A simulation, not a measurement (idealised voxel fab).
process module | voxel ribs on slabs
cross-section cut | 150 nm wide | cells 5 nm
A cross-section is a grid of square cells, given in bands from the top down. A band is one or more rows of cells.
Each band's line starts with the height of the band's top and of its bottom, in nm. Then come its materials from left to right, each with its width in nm. One material with "throughout" fills the band from edge to edge. "air" is empty space.
Height 0 is the level under which the wafer as received is all one material. The lowest band goes on downwards, as in "0 down".
A width such as "30 to 40" changes by the same amount from each row of cells to the next, from the band's top row to its bottom row.
"no change" after a step means that no cell of the cross-section changed.
closed voids: empty space of 8 cells or more with no open way to the top, each as width x height at its distance from the left edge, in nm
after a step's settings: what the simulator itself notes on the step
overlay nm, on a step with a mask: how far to the right of its planned place the mask lay; to the left if negative
plan
1 op RECEIVE | material Si
2 op DIRECTIONAL_DEP | material SiO2 | thk nm 25
3 op DIRECTIONAL_DEP | material polySi | thk nm 25
4 op MASKED_ETCH | tone cover | mask id RIB | width nm 20 | etch materials polySi | depth nm 5 | overlay nm 0
5 op MASKED_ETCH | tone cover | mask id SLAB | width nm 50 | etch materials polySi | depth nm 20 | overlay nm 0
6 op FILL_DEP | material SiO2 | thk nm 25
7 op CMP | height nm 65
8 op DIRECTIONAL_DEP | material W | thk nm 5
9 op DIRECTIONAL_DEP | material aC | thk nm 10
10 op PATTERN | tone cover | mask id HEATER | material resist | width nm 30 | thk nm 25 | overlay nm 0
11 op DIRECTIONAL_ETCH | etch materials aC | depth nm 10
12 op STRIP | etch materials resist
13 op DIRECTIONAL_ETCH | etch materials W | depth nm 5
14 op STRIP | etch materials aC
15 op CONFORMAL_DEP | material SiN | thk nm 5
as received, after step 1
  0 down: Si throughout
  closed voids: none
first wafer at the end, as planned
  75 to 70: air 55 | SiN 40 | air 55
  70 to 65: SiN 60 | W 30 | SiN 60
  65 to 50: SiO2 throughout
  50 to 45: SiO2 65 | polySi 20 | SiO2 65
  45 to 25: SiO2 50 | polySi 50 | SiO2 50
  25 to 0: SiO2 throughout
  0 down: Si throughout
  closed voids: none
second wafer at the end: like start, like plan, one mistake
  75 to 70: air 55 | SiN 40 | air 55
  70 to 65: SiN 60 | W 30 | SiN 60
  65 to 25: SiO2 throughout
  25 to 0: polySi throughout
  0 down: Si throughout
  closed voids: none
what went wrong: steps 2 and 3 were swapped
at the end the second wafer has, in cells: 106 fewer of SiO2 | 106 more of polySi
